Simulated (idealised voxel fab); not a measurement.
Module name: voxel fin reveal (process module)
cross-section cut | 175 nm wide | cells 5 nm
Think of the cross-section as a grid of square cells. We describe it in bands, top to bottom, and each band covers one or more rows of those cells. Quick guide to a band line: top height, bottom height (nm) up front; then every material left to right with its width in nm. Only one material and it's marked "full width"? Then it fills the band edge to edge. And "blank" just means empty space. Heights are expressed relative to 0, this being the level below which the as-received wafer comprises one material exclusively. The lowest band is unbounded in the downward direction and is denoted as in "z 0 and below". With a width like "30->40", each row of cells in the band differs from the next by the same amount, the top row carrying the first number and the bottom row the second. Reading "nothing different" for a step: not a cell of the cross-section changed in it. Empty spaces counting at least 8 cells and having no open way to the top are listed in "Closed void roster". The notation width x height at distance is used for each, the distance being from the left edge and all three values in nm. Step line, after settings: the simulator's comment on this step. Steps that use a mask can have "overlay nm" on their line. It says how far the mask sat to the right of where it was meant to be. Negative means to the left.
[Planned process steps]
1,RECEIVE: material Si
2,CONFORMAL_DEP: material SiN, thk nm 5
3,MASKED_ETCH: tone cover, mask id FINS, width nm 15, pitch nm 40, etch materials SiN, depth nm 5, overlay nm 0
4,MASKED_ETCH: tone cover, mask id FINS, width nm 15, pitch nm 40, etch materials Si, depth nm 35, overlay nm 0
5,FILL_DEP: material SiO2, thk nm 10
6,CMP: height nm 5
7,SELECTIVE_ETCH: etch materials SiO2, depth nm 20
8,STRIP: etch materials SiN
[Here's what the wafer looked like in cross-section when it arrived - that's after step 1]
z 0 and below: Si full width
Closed void roster: none
[first wafer at the end, as planned]
z 0 to -15: blank: 40; Si: 15; blank: 25; Si: 15; blank: 25; Si: 15; blank: 40
z -15 to -35: SiO2: 40; Si: 15; SiO2: 25; Si: 15; SiO2: 25; Si: 15; SiO2: 40
z -35 and below: Si full width
Closed void roster: none
[Cross-section at end of module for the second wafer of two, which matched the first in starting point and plan and differed by one mistake in its processing]
z 5 to 0: blank: 40; SiN: 15; blank: 25; SiN: 15; blank: 25; SiN: 15; blank: 40
z 0 to -15: blank: 40; Si: 15; blank: 25; Si: 15; blank: 25; Si: 15; blank: 40
z -15 to -35: SiO2: 40; Si: 15; SiO2: 25; Si: 15; SiO2: 25; Si: 15; SiO2: 40
z -35 and below: Si full width
Closed void roster: none
Nonconformance to the process plan: step 8 of the plan was jumped over and never run
Counted in cells at the end, the second wafer holds more or fewer of these materials than the first: 9 more of SiN
